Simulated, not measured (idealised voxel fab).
You're looking at the process module voxel fin reveal.
FYI the section here is cut, 255 nm wide, cells are 5 nm squares.
Format of a cross-section: grid, square cells. Given as bands. Order: top down. Band: one or more rows of cells.
Band: top height; bottom height; in nm. Then, left to right: material with width in nm, for each material. "edge to edge": a single material spanning edge to edge. "empty": empty space.
Note: height 0 marks the level under which the wafer is uniformly one material as received. Lowest band unbounded below, written "top 0, no bottom".
You'd read "30..40" like this: the band's top row of cells is as wide as the first number, its bottom row is as wide as the second, and going down, every row changes width by the same amount as the row before did.
No cell of the cross-section changed in a step that is given as "no modification".
For the entry "Sealed internal cavities", the listed items are empty spaces with no open way to the top whose size is 8 cells or more; each item follows the pattern width x height at distance, where distance is from the left edge and all three are in nm.
What comes after the settings on a step's line is commentary from the simulator itself on that step.
If you see "overlay nm" on a step's line and that step has a mask, it's telling you how far right of where it was planned the mask ended up; a negative number means it went left instead.

# Steps in the process plan
| 1 | RECEIVE with material Si |
| 2 | CONFORMAL_DEP with material SiN, thk nm 10 |
| 3 | PATTERN with tone cover, mask id FINS, material resist, width nm 15, pitch nm 40, thk nm 15, overlay nm 0 |
| 4 | DIRECTIONAL_ETCH with etch materials SiN, depth nm 10 |
| 5 | DIRECTIONAL_ETCH with etch materials Si, depth nm 35 |
| 6 | STRIP with etch materials resist |
| 7 | OXIDIZE with depth nm 5 |
| 8 | FILL_DEP with material SiO2, thk nm 10 |
| 9 | CMP with height nm 10 |
| 10 | SELECTIVE_ETCH with etch materials SiO2, depth nm 20 |
| 11 | STRIP with etch materials SiN |

# The cross-section here shows the wafer as received, i.e. in its state after step 1
top 0, no bottom  Si edge to edge
Sealed internal cavities: none

# The first of two wafers, cross-sectioned at the end of the module, with the run proceeding as planned
top 0, bottom -10  empty: 85 / Si: 5 / empty: 35 / Si: 5 / empty: 35 / Si: 5 / empty: 85
top -10, bottom -40  SiO2: 85 / Si: 5 / SiO2: 35 / Si: 5 / SiO2: 35 / Si: 5 / SiO2: 85
top -40, no bottom  Si edge to edge
Sealed internal cavities: none

# Second of two wafers, module complete, sectioned: it shares the first wafer's start and plan but was run with one mistake
top 0, bottom -10  empty: 85 / Si: 10 / empty: 30 / Si: 10 / empty: 30 / Si: 10 / empty: 80
top -10, bottom -40  SiO2: 85 / Si: 10 / SiO2: 30 / Si: 10 / SiO2: 30 / Si: 10 / SiO2: 80
top -40, no bottom  Si edge to edge
Sealed internal cavities: none
What went wrong in running the wafer? step 3 did not use the planned setting and instead ran as PATTERN with tone cover, mask id FINS, material resist, width nm 20, pitch nm 40, thk nm 15, overlay nm 0
Wrapping up, a cell-based count of both wafers puts the second over or under the first for these materials: Si: 24 more | SiO2: 18 fewer
